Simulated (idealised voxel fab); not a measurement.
process module | voxel self aligned contacts
cross-section cut | 300 nm wide | cells 5 nm
A cross-section is a grid of square cells, given in bands from the top down. A band is one or more rows of cells.
Each band's line starts with the height of the band's top and of its bottom, in nm. Then come its materials from left to right, each with its width in nm. One material with "throughout" fills the band from edge to edge. "air" is empty space.
Height 0 is the level under which the wafer as received is all one material. The lowest band goes on downwards, as in "0 down".
A width such as "30 to 40" changes by the same amount from each row of cells to the next, from the band's top row to its bottom row.
"no change" after a step means that no cell of the cross-section changed.
closed voids: empty space of 8 cells or more with no open way to the top, each as width x height at its distance from the left edge, in nm
after a step's settings: what the simulator itself notes on the step
overlay nm, on a step with a mask: how far to the right of its planned place the mask lay; to the left if negative
plan
1 op RECEIVE | material Si
2 op OXIDIZE | depth nm 5
3 op DIRECTIONAL_DEP | material polySi | thk nm 20
4 op DIRECTIONAL_DEP | material SiN | thk nm 15
5 op PATTERN | tone cover | mask id GATE | material resist | width nm 35 | pitch nm 60 | thk nm 20 | overlay nm 0
6 op DIRECTIONAL_ETCH | etch materials SiN | depth nm 15
7 op DIRECTIONAL_ETCH | etch materials polySi | depth nm 20
8 op STRIP | etch materials resist
9 op CONFORMAL_DEP | material SiN | thk nm 5
10 op DIRECTIONAL_ETCH | etch materials SiN | depth nm 5
11 op FILL_DEP | material SiO2 | thk nm 15
12 op CMP | height nm 45
13 op PATTERN | tone open | mask id CONTACT | material resist | width nm 35 | thk nm 15 | overlay nm 0
14 op DIRECTIONAL_ETCH | etch materials SiO2 | depth nm 50
15 op STRIP | etch materials resist
16 op CONFORMAL_DEP | material TiN | thk nm 5
17 op FILL_DEP | material Ru | thk nm 10
18 op CMP | height nm 45
19 op CONFORMAL_DEP | material SiN | thk nm 5
as received, after step 1
  0 down: Si throughout
  closed voids: none
first wafer at the end, as planned
  50 to 45: SiN throughout
  45 to 35: SiO2 130 | TiN 5 to 15 | Ru 25 to 5 | TiN 5 to 15 | SiO2 135
  35 to 20: SiO2 95 | SiN 45 | TiN 5 | Ru 5 | TiN 5 | SiN 45 | SiO2 100
  20 to 0: SiO2 95 | SiN 5 | polySi 35 | SiN 5 | TiN 5 | Ru 5 | TiN 5 | SiN 5 | polySi 35 | SiN 5 | SiO2 100
  0 to -5: SiO2 140 | TiN 15 | SiO2 145
  -5 down: Si throughout
  closed voids: none
second wafer at the end: like start, like plan, one mistake
  50 to 45: SiN throughout
  45 to 35: SiO2 130 | TiN 5 to 15 | Ru 25 to 5 | TiN 5 to 15 | SiO2 135
  35 to 20: SiO2 95 | SiN 45 | TiN 5 | Ru 5 | TiN 5 | SiN 45 | SiO2 100
  20 to 10: SiO2 95 | SiN 5 | polySi 35 | SiN 5 | TiN 5 | Ru 5 | TiN 5 | SiN 5 | polySi 35 | SiN 5 | SiO2 100
  10 to 5: SiO2 95 | SiN 5 | polySi 35 | SiN 5 | TiN 15 | SiN 5 | polySi 35 | SiN 5 | SiO2 100
  5 to 0: SiO2 95 | SiN 5 | polySi 35 | SiN 5 | SiO2 15 | SiN 5 | polySi 35 | SiN 5 | SiO2 100
  0 to -5: SiO2 throughout
  -5 down: Si throughout
  closed voids: none
what went wrong: step 14 ran as: op DIRECTIONAL_ETCH | etch materials SiO2 | depth nm 40
at the end the second wafer has, in cells: 2 fewer of Ru | 6 more of SiO2 | 4 fewer of TiN
